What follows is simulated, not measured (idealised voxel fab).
process module | voxel capacitor over wiring
The cross-section shown here is cut; it is 250 nm wide and divided into square cells measuring 5 nm on a side.
Cross-section layout: square cells on a grid; listed as bands, top to bottom; a band spans one or more cell rows.
The band entry comprises the height of the band's top followed by the height of its bottom, expressed in nm, and subsequently the band's materials from left to right, each stated together with its width in nm. Where a single material is marked with the word "full width", that material fills the band from edge to edge. The word "blank" represents empty space.
The reference from which all heights are counted is 0, the level beneath which the as-received wafer is entirely one material; the lowest band, having no lower bound, proceeds downward and is written after the example "0 nm and below".
Width "30 to 40": first value at the band's top row of cells, second value at its bottom row, equal change from row to row.
You'll sometimes find "nothing altered" written for a step, and that's the way of saying that nowhere in the cross-section did a cell change during that step.
Empty spaces without an open route to the top, at least 8 cells in extent, make up the entry "Sealed internal voids"; each is given as width x height at distance, where the distance is measured from the left edge, and all are in nm.
Read whatever lies past the settings on a step's line as the simulator's own remark about the step.
When a step includes a mask, the "overlay nm" setting on its line states how far to the right of its planned place that mask lay, and negative values state how far to the left.

Process steps foreseen in the plan
1) RECEIVE, material Si
2) CONFORMAL_DEP, material SiO2, thk nm 10
3) DIRECTIONAL_DEP, material TiN, thk nm 5
4) DIRECTIONAL_DEP, material W, thk nm 15
5) DIRECTIONAL_DEP, material aC, thk nm 15
6) PATTERN, tone cover, mask id METAL_1, material resist, width nm 20, pitch nm 70, thk nm 30, overlay nm 0
7) DIRECTIONAL_ETCH, etch materials aC, depth nm 15
8) STRIP, etch materials resist
9) DIRECTIONAL_ETCH, etch materials W, depth nm 15
10) DIRECTIONAL_ETCH, etch materials TiN, depth nm 5
11) STRIP, etch materials aC
12) FILL_DEP, material lowk, thk nm 5
13) CMP, height nm 30
14) CONFORMAL_DEP, material SiCN, thk nm 5
15) DIRECTIONAL_DEP, material lowk, thk nm 10
16) DIRECTIONAL_DEP, material aC, thk nm 15
17) PATTERN, tone open, mask id PLUG_1, material resist, width nm 15, thk nm 35, overlay nm 0
18) DIRECTIONAL_ETCH, etch materials aC, depth nm 15
19) STRIP, etch materials resist
20) DIRECTIONAL_ETCH, etch materials lowk, depth nm 10
21) DIRECTIONAL_ETCH, etch materials SiCN, depth nm 5
22) STRIP, etch materials aC
23) CONFORMAL_DEP, material TiN, thk nm 5
24) FILL_DEP, material Ru, thk nm 10
25) CMP, height nm 45
26) DIRECTIONAL_DEP, material TiN, thk nm 10
27) DIRECTIONAL_DEP, material Al2O3, thk nm 5
28) DIRECTIONAL_DEP, material TiN, thk nm 5
29) PATTERN, tone cover, mask id UPPER_PLATE, material resist, width nm 55, thk nm 20, overlay nm 0
30) DIRECTIONAL_ETCH, etch materials TiN, depth nm 5
31) DIRECTIONAL_ETCH, etch materials Al2O3, depth nm 5
32) STRIP, etch materials resist
33) PATTERN, tone cover, mask id LOWER_PLATE, material resist, width nm 65, thk nm 20, overlay nm 0
34) DIRECTIONAL_ETCH, etch materials TiN, depth nm 10
35) STRIP, etch materials resist
36) FILL_DEP, material SiO2, thk nm 20
37) CMP, height nm 80
38) MASKED_ETCH, tone open, mask id PLUG_2, width nm 15, etch materials SiO2, depth nm 15, overlay nm 0
39) CONFORMAL_DEP, material TiN, thk nm 5
40) FILL_DEP, material W, thk nm 5
41) CMP, height nm 80
42) CONFORMAL_DEP, material SiCN, thk nm 5

As received (post step 1): cross-section
- 0 nm and below | Si full width
- Sealed internal voids: none

End-of-module XS, first of two wafers, run as planned
- 85 nm to 80 nm | SiCN full width
- 80 nm to 70 nm | 95 SiO2 | 5 TiN | 5 W | 5 TiN | 140 SiO2
- 70 nm to 60 nm | 95 to 85 SiO2 | 15 to 55 TiN | 140 to 110 SiO2
- 60 nm to 55 nm | 85 SiO2 | 55 Al2O3 | 110 SiO2
- 55 nm to 45 nm | 80 SiO2 | 65 TiN | 105 SiO2
- 45 nm to 35 nm | 85 lowk | 5 TiN | 5 Ru | 5 TiN | 150 lowk
- 35 nm to 30 nm | 85 SiCN | 15 TiN | 150 SiCN
- 30 nm to 15 nm | 80 lowk | 20 W | 50 lowk | 20 W | 80 lowk
- 15 nm to 10 nm | 80 lowk | 20 TiN | 50 lowk | 20 TiN | 80 lowk
- 10 nm to 0 nm | SiO2 full width
- 0 nm and below | Si full width
- Sealed internal voids: none

End-of-module cross-section of the second wafer: identical starting point and process plan to the first, with one processing mistake
- 85 nm to 80 nm | SiCN full width
- 80 nm to 75 nm | 100 TiN | 5 W | 145 TiN
- 75 nm to 70 nm | 95 SiO2 | 5 TiN | 5 W | 5 TiN | 140 SiO2
- 70 nm to 60 nm | 95 to 85 SiO2 | 15 to 55 TiN | 140 to 110 SiO2
- 60 nm to 55 nm | 85 SiO2 | 55 Al2O3 | 110 SiO2
- 55 nm to 45 nm | 80 SiO2 | 65 TiN | 105 SiO2
- 45 nm to 35 nm | 85 lowk | 5 TiN | 5 Ru | 5 TiN | 150 lowk
- 35 nm to 30 nm | 85 SiCN | 15 TiN | 150 SiCN
- 30 nm to 15 nm | 80 lowk | 20 W | 50 lowk | 20 W | 80 lowk
- 15 nm to 10 nm | 80 lowk | 20 TiN | 50 lowk | 20 TiN | 80 lowk
- 10 nm to 0 nm | SiO2 full width
- 0 nm and below | Si full width
- Sealed internal voids: none
Here's what went sideways: step 37 went in with a setting other than planned; the actual run was CMP, height nm 75
The final cell counts differ between the wafers, with the second having more or fewer of some materials than the first: SiO2: 47 fewer | TiN: 47 more
